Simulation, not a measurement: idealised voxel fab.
Presented below is a process module, voxel capacitor over wiring.
Section cut is 200 nm wide and gridded with 5 nm square cells.
For the purposes of this document, a cross-section shall be understood as a grid of square cells, specified as bands listed in top-to-bottom order, each band consisting of one or more rows of cells.
What a band's entry tells you: where the top is and where the bottom is, as heights in nm, and after that what lies inside, material by material from left to right, each with its width in nm. Empty space is written as the word "empty", and a single material marked with the word "all across" occupies the band from edge to edge.
Height reference: 0 = level under which incoming wafer is all one material. Lowest band: no bottom, runs on downward, e.g. "0 down".
The two numbers in a width such as "30 to 40" mark its ends across the band: the first belongs to the top row of cells, the second to the bottom row, and from each row to the next the width moves by the same amount.
Reading "all unchanged" for a step: not a cell of the cross-section changed in it.
Heads up: "Internal closed voids" only lists the empty pockets with no open path to the top that are 8 cells or more, and it writes them as width x height at distance, distance from the left edge, in nm.
Whatever follows a step's settings on its line is a remark the simulator itself makes about that step.
overlay nm: where the mask lay relative to plan, measured to the right, on steps with a mask; negatives go left.

-- List of planned process steps
1 RECEIVE | material Si
2 CONFORMAL_DEP | material SiO2 | thk nm 10
3 DIRECTIONAL_DEP | material TiN | thk nm 5
4 DIRECTIONAL_DEP | material W | thk nm 25
5 MASKED_ETCH | tone cover | mask id METAL_1 | width nm 25 | pitch nm 95 | etch materials W | depth nm 25 | overlay nm 0
6 MASKED_ETCH | tone cover | mask id METAL_1 | width nm 25 | pitch nm 95 | etch materials TiN | depth nm 5 | overlay nm -15
7 FILL_DEP | material SiO2 | thk nm 5
8 CMP | height nm 40
9 CONFORMAL_DEP | material SiCN | thk nm 5
10 DIRECTIONAL_DEP | material SiO2 | thk nm 20
11 MASKED_ETCH | tone open | mask id PLUG_1 | width nm 15 | etch materials SiO2 | depth nm 20 | overlay nm 0
12 MASKED_ETCH | tone open | mask id PLUG_1 | width nm 15 | etch materials SiCN | depth nm 5 | overlay nm 0
13 EPI | material Ru | thk nm 10
14 EPI | material Ru | thk nm 10
15 EPI | material Ru | thk nm 5
16 DIRECTIONAL_DEP | material TiN | thk nm 5
17 DIRECTIONAL_DEP | material HfO2 | thk nm 5
18 DIRECTIONAL_DEP | material TiN | thk nm 10
19 PATTERN | tone cover | mask id UPPER_PLATE | material resist | width nm 75 | thk nm 20 | overlay nm 0
20 DIRECTIONAL_ETCH | etch materials TiN | depth nm 10
21 DIRECTIONAL_ETCH | etch materials HfO2 | depth nm 5
22 STRIP | etch materials resist
23 DIRECTIONAL_DEP | material aC | thk nm 10
24 PATTERN | tone cover | mask id LOWER_PLATE | material resist | width nm 85 | thk nm 30 | overlay nm 0
25 DIRECTIONAL_ETCH | etch materials aC | depth nm 10
26 STRIP | etch materials resist
27 DIRECTIONAL_ETCH | etch materials TiN | depth nm 5
28 STRIP | etch materials aC
29 FILL_DEP | material SiO2 | thk nm 20
30 CMP | height nm 100
31 DIRECTIONAL_DEP | material aC | thk nm 10
32 PATTERN | tone open | mask id PLUG_2 | material resist | width nm 15 | thk nm 30 | overlay nm 0
33 DIRECTIONAL_ETCH | etch materials aC | depth nm 10
34 STRIP | etch materials resist
35 DIRECTIONAL_ETCH | etch materials SiO2 | depth nm 15
36 STRIP | etch materials aC
37 CONFORMAL_DEP | material TiN | thk nm 5
38 FILL_DEP | material Ru | thk nm 5
39 CMP | height nm 100
40 CONFORMAL_DEP | material SiN | thk nm 5
The wafers in this document start out alike and differ in the overlay nm applied at step 6; the plan shows the value used for the first wafer.

-- Cross-section: the first of several wafers in its as-received state, i.e. following step 1
	0 down | Si all across
	Internal closed voids: none

-- Cross-section after step 40, the final step of the module, for the first of several wafers
	105 to 100 | SiN all across
	100 to 90 | SiO2 60, then TiN 5, then Ru 5, then TiN 5, then SiO2 125
	90 to 85 | SiO2 60, then TiN 15, then SiO2 125
	85 to 75 | SiO2 50, then TiN 75, then SiO2 75
	75 to 70 | SiO2 50, then HfO2 75, then SiO2 75
	70 to 65 | SiO2 45, then TiN 85, then SiO2 70
	65 to 45 | SiO2 50, then Ru 15, then SiO2 135
	45 to 40 | SiCN 50, then Ru 15, then SiCN 135
	40 to 15 | SiO2 40, then W 25, then SiO2 70, then W 25, then SiO2 40
	15 to 10 | SiO2 25, then TiN 40, then SiO2 55, then TiN 40, then SiO2 40
	10 to 0 | SiO2 all across
	0 down | Si all across
	Internal closed voids: none

-- Cross-sectional view, end of module, last wafer of several
	105 to 100 | SiN all across
	100 to 90 | SiO2 60, then TiN 5, then Ru 5, then TiN 5, then SiO2 125
	90 to 85 | SiO2 60, then TiN 15, then SiO2 125
	85 to 75 | SiO2 50, then TiN 75, then SiO2 75
	75 to 70 | SiO2 50, then HfO2 75, then SiO2 75
	70 to 65 | SiO2 45, then TiN 85, then SiO2 70
	65 to 45 | SiO2 50, then Ru 15, then SiO2 135
	45 to 40 | SiCN 50, then Ru 15, then SiCN 135
	40 to 15 | SiO2 40, then W 25, then SiO2 70, then W 25, then SiO2 40
	15 to 10 | SiO2 40, then TiN 40, then SiO2 55, then TiN 40, then SiO2 25
	10 to 0 | SiO2 all across
	0 down | Si all across
	Internal closed voids: none

-- End of module, by wafer: material-by-material cell gain (+) or loss (-) since receipt, then closed voids
overlay nm -15; +15 HfO2; +17 Ru; +37 SiCN; +40 SiN; +611 SiO2; +70 TiN; +50 W; Internal closed voids: none
overlay nm -10; +15 HfO2; +17 Ru; +37 SiCN; +40 SiN; +613 SiO2; +68 TiN; +50 W; Internal closed voids: none
overlay nm -5; +15 HfO2; +17 Ru; +37 SiCN; +40 SiN; +615 SiO2; +66 TiN; +50 W; Internal closed voids: none
overlay nm 0; +15 HfO2; +17 Ru; +37 SiCN; +40 SiN; +617 SiO2; +64 TiN; +50 W; Internal closed voids: none
overlay nm 5; +15 HfO2; +17 Ru; +37 SiCN; +40 SiN; +615 SiO2; +66 TiN; +50 W; Internal closed voids: none
overlay nm 10; +15 HfO2; +17 Ru; +37 SiCN; +40 SiN; +613 SiO2; +68 TiN; +50 W; Internal closed voids: none
overlay nm 15; +15 HfO2; +17 Ru; +37 SiCN; +40 SiN; +611 SiO2; +70 TiN; +50 W; Internal closed voids: none
